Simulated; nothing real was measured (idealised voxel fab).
Process module in this document: voxel ribs on slabs
Xsec cut, 175 nm wide, square cell size 5 nm.
Each cross-section below is a grid of square cells, stated as bands in top-down order, with one or more rows of cells making up each band. Basically the band line says how high the top is and how high the bottom is, in nm, and then what's in it from left to right, every material with its width in nm. Empty space shows up as "blank", and if a single material carries "everywhere" it runs the full band edge to edge. Heights from 0 (as-received wafer is one material below). Bottom band endless downward, as "0 and below". Think of "30->40" as a width that walks from the first number to the second as you go down the band, top row to bottom row, taking equal-sized steps from row to row. Where a step carries "nothing was modified", the cross-section came out of it unchanged, cell for cell. "Closed void entries" contains a list of empty spaces, each no smaller than 8 cells and without an open way to the top, written in the form width x height at distance with the distance from the left edge and all three in nm. If you see something after the settings on a step's line, that's the simulator's own remark about that step. For masked steps, "overlay nm" on the step line gives how far right of plan the mask actually lay; a minus sign means it lay to the left.

[The steps planned for the process are as follows]
1. RECEIVE,material Si
2. DIRECTIONAL_DEP,material SiO2,thk nm 20
3. DIRECTIONAL_DEP,material polySi,thk nm 15
4. DIRECTIONAL_DEP,material aC,thk nm 15
5. PATTERN,tone cover,mask id RIB,material resist,width nm 30,thk nm 35,overlay nm 0
6. DIRECTIONAL_ETCH,etch materials aC,depth nm 15
7. STRIP,etch materials resist
8. DIRECTIONAL_ETCH,etch materials polySi,depth nm 10
9. STRIP,etch materials aC
10. MASKED_ETCH,tone cover,mask id SLAB,width nm 70,etch materials polySi,depth nm 5,overlay nm 0
11. FILL_DEP,material SiO2,thk nm 20
12. CMP,height nm 45
13. DIRECTIONAL_DEP,material W,thk nm 10
14. DIRECTIONAL_DEP,material aC,thk nm 15
15. PATTERN,tone cover,mask id HEATER,material resist,width nm 30,thk nm 35,overlay nm 0
16. DIRECTIONAL_ETCH,etch materials aC,depth nm 15
17. STRIP,etch materials resist
18. DIRECTIONAL_ETCH,etch materials W,depth nm 10
19. STRIP,etch materials aC
20. CONFORMAL_DEP,material SiO2,thk nm 10
The wafers in this document start out alike and differ in the width nm applied at step 15; the plan shows the value used for the first wafer.

[Cross-section of the first of several wafers on receipt, reflecting completion of step 1]
  0 and below  Si everywhere
  Closed void entries: none

[Depicted here is the first of several wafers in cross-section, at module completion following the last step, step 20]
  65 down to 55  60 blank | 50 SiO2 | 65 blank
  55 down to 45  70 SiO2 | 30 W | 75 SiO2
  45 down to 35  SiO2 everywhere
  35 down to 25  70 SiO2 | 30 polySi | 75 SiO2
  25 down to 20  50 SiO2 | 70 polySi | 55 SiO2
  20 down to 0  SiO2 everywhere
  0 and below  Si everywhere
  Closed void entries: none

[Cross-section of the final wafer among several, taken at the end of the module]
  65 down to 55  50 blank | 75 SiO2 | 50 blank
  55 down to 45  60 SiO2 | 55 W | 60 SiO2
  45 down to 35  SiO2 everywhere
  35 down to 25  70 SiO2 | 30 polySi | 75 SiO2
  25 down to 20  50 SiO2 | 70 polySi | 55 SiO2
  20 down to 0  SiO2 everywhere
  0 and below  Si everywhere
  Closed void entries: none

[Below, a row for every wafer. Read it as the end-of-module picture: for each material the wafer shows its cells gained (+) or lost (-) since it was received, and then its closed voids]
width nm 30, +367 SiO2, +12 W, +26 polySi, Closed void entries: none
width nm 35, +367 SiO2, +14 W, +26 polySi, Closed void entries: none
width nm 40, +367 SiO2, +16 W, +26 polySi, Closed void entries: none
width nm 45, +367 SiO2, +18 W, +26 polySi, Closed void entries: none
width nm 50, +367 SiO2, +20 W, +26 polySi, Closed void entries: none
width nm 55, +367 SiO2, +22 W, +26 polySi, Closed void entries: none
